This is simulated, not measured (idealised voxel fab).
process module | voxel gate over fins
cross-section cut | 255 nm wide | cells 5 nm
A cross-section is a grid of square cells, given in bands from the top down. A band is one or more rows of cells.
Each band's line starts with the height of the band's top and of its bottom, in nm. Then come its materials from left to right, each with its width in nm. One material with "throughout" fills the band from edge to edge. "air" is empty space.
Height 0 is the level under which the wafer as received is all one material. The lowest band goes on downwards, as in "0 down".
A width such as "30 to 40" changes by the same amount from each row of cells to the next, from the band's top row to its bottom row.
"no change" after a step means that no cell of the cross-section changed.
closed voids: empty space of 8 cells or more with no open way to the top, each as width x height at its distance from the left edge, in nm
after a step's settings: what the simulator itself notes on the step
overlay nm, on a step with a mask: how far to the right of its planned place the mask lay; to the left if negative
plan
1 op RECEIVE | material Si
2 op CONFORMAL_DEP | material SiN | thk nm 10
3 op DIRECTIONAL_DEP | material aC | thk nm 10
4 op PATTERN | tone cover | mask id FINS | material resist | width nm 15 | pitch nm 50 | thk nm 30 | overlay nm 0
5 op DIRECTIONAL_ETCH | etch materials aC | depth nm 10
6 op STRIP | etch materials resist
7 op DIRECTIONAL_ETCH | etch materials SiN | depth nm 10
8 op DIRECTIONAL_ETCH | etch materials Si | depth nm 35
9 op STRIP | etch materials aC
10 op OXIDIZE | depth nm 5
11 op FILL_DEP | material SiO2 | thk nm 5
12 op CMP | height nm 10
13 op DIRECTIONAL_DEP | material aC | thk nm 15
14 op PATTERN | tone open | mask id RAIL | material resist | width nm 15 | thk nm 35 | overlay nm 0
15 op DIRECTIONAL_ETCH | etch materials aC | depth nm 15
16 op STRIP | etch materials resist
17 op DIRECTIONAL_ETCH | etch materials SiO2 | depth nm 40
18 op STRIP | etch materials aC
19 op CONFORMAL_DEP | material TiN | thk nm 5
20 op FILL_DEP | material Ru | thk nm 10
21 op CMP | height nm 10
22 op SELECTIVE_ETCH | etch materials W Ru TiN | depth nm 35
23 op FILL_DEP | material SiO2 | thk nm 5
24 op CMP | height nm 10
25 op SELECTIVE_ETCH | etch materials SiO2 | depth nm 25
26 op STRIP | etch materials SiN
27 op CONFORMAL_DEP | material HfO2 | thk nm 5
28 op CONFORMAL_DEP | material TiN | thk nm 5
29 op CONFORMAL_DEP | material TiAl | thk nm 5
30 op CONFORMAL_DEP | material TiN | thk nm 5
31 op FILL_DEP | material W | thk nm 10
32 op CMP | height nm 25
33 op CONFORMAL_DEP | material SiCN | thk nm 10
as received, after step 1
  0 down: Si throughout
  closed voids: none
a wafer at the end: this start, this plan, one mistake
  35 to 25: SiCN throughout
  25 to 20: W throughout
  20 to 15: W 55 | TiN 45 | W 5 | TiN 45 | W 5 | TiN 45 | W 55
  15 to 10: W 55 | TiN 5 | TiAl 35 | TiN 5 | W 5 | TiN 5 | TiAl 35 | TiN 5 | W 5 | TiN 5 | TiAl 35 | TiN 5 | W 55
  10 to 5: W 55 | TiN 5 | TiAl 5 | TiN 25 | TiAl 5 | TiN 15 | TiAl 5 | TiN 25 | TiAl 5 | TiN 5 | W 5 | TiN 5 | TiAl 5 | TiN 25 | TiAl 5 | TiN 5 | W 55
  5 to 0: TiN 60 | TiAl 5 | TiN 5 | HfO2 15 | TiN 5 | TiAl 25 | TiN 5 | HfO2 15 | TiN 5 | TiAl 5 | TiN 15 | TiAl 5 | TiN 5 | HfO2 15 | TiN 5 | TiAl 5 | TiN 60
  0 to -5: TiAl 65 | TiN 5 | HfO2 5 | Si 5 | HfO2 5 | TiN 35 | HfO2 5 | Si 5 | HfO2 5 | TiN 5 | TiAl 25 | TiN 5 | HfO2 5 | Si 5 | HfO2 5 | TiN 5 | TiAl 65
  -5 to -10: TiN 70 | HfO2 5 | Si 5 | HfO2 5 | TiN 5 | HfO2 25 | TiN 5 | HfO2 5 | Si 5 | HfO2 5 | TiN 35 | HfO2 5 | Si 5 | HfO2 5 | TiN 70
  -10 to -15: HfO2 75 | Si 5 | HfO2 15 | TiN 5 | Ru 5 | TiN 5 | HfO2 15 | Si 5 | HfO2 45 | Si 5 | HfO2 75
  -15 to -25: SiO2 75 | Si 5 | SiO2 15 | TiN 5 | Ru 5 | TiN 5 | SiO2 15 | Si 5 | SiO2 45 | Si 5 | SiO2 75
  -25 to -30: SiO2 75 | Si 5 | SiO2 15 | TiN 15 | SiO2 15 | Si 5 | SiO2 45 | Si 5 | SiO2 75
  -30 to -40: SiO2 75 | Si 5 | SiO2 45 | Si 5 | SiO2 45 | Si 5 | SiO2 75
  -40 down: Si throughout
  closed voids: none
what went wrong: step 21 was left out
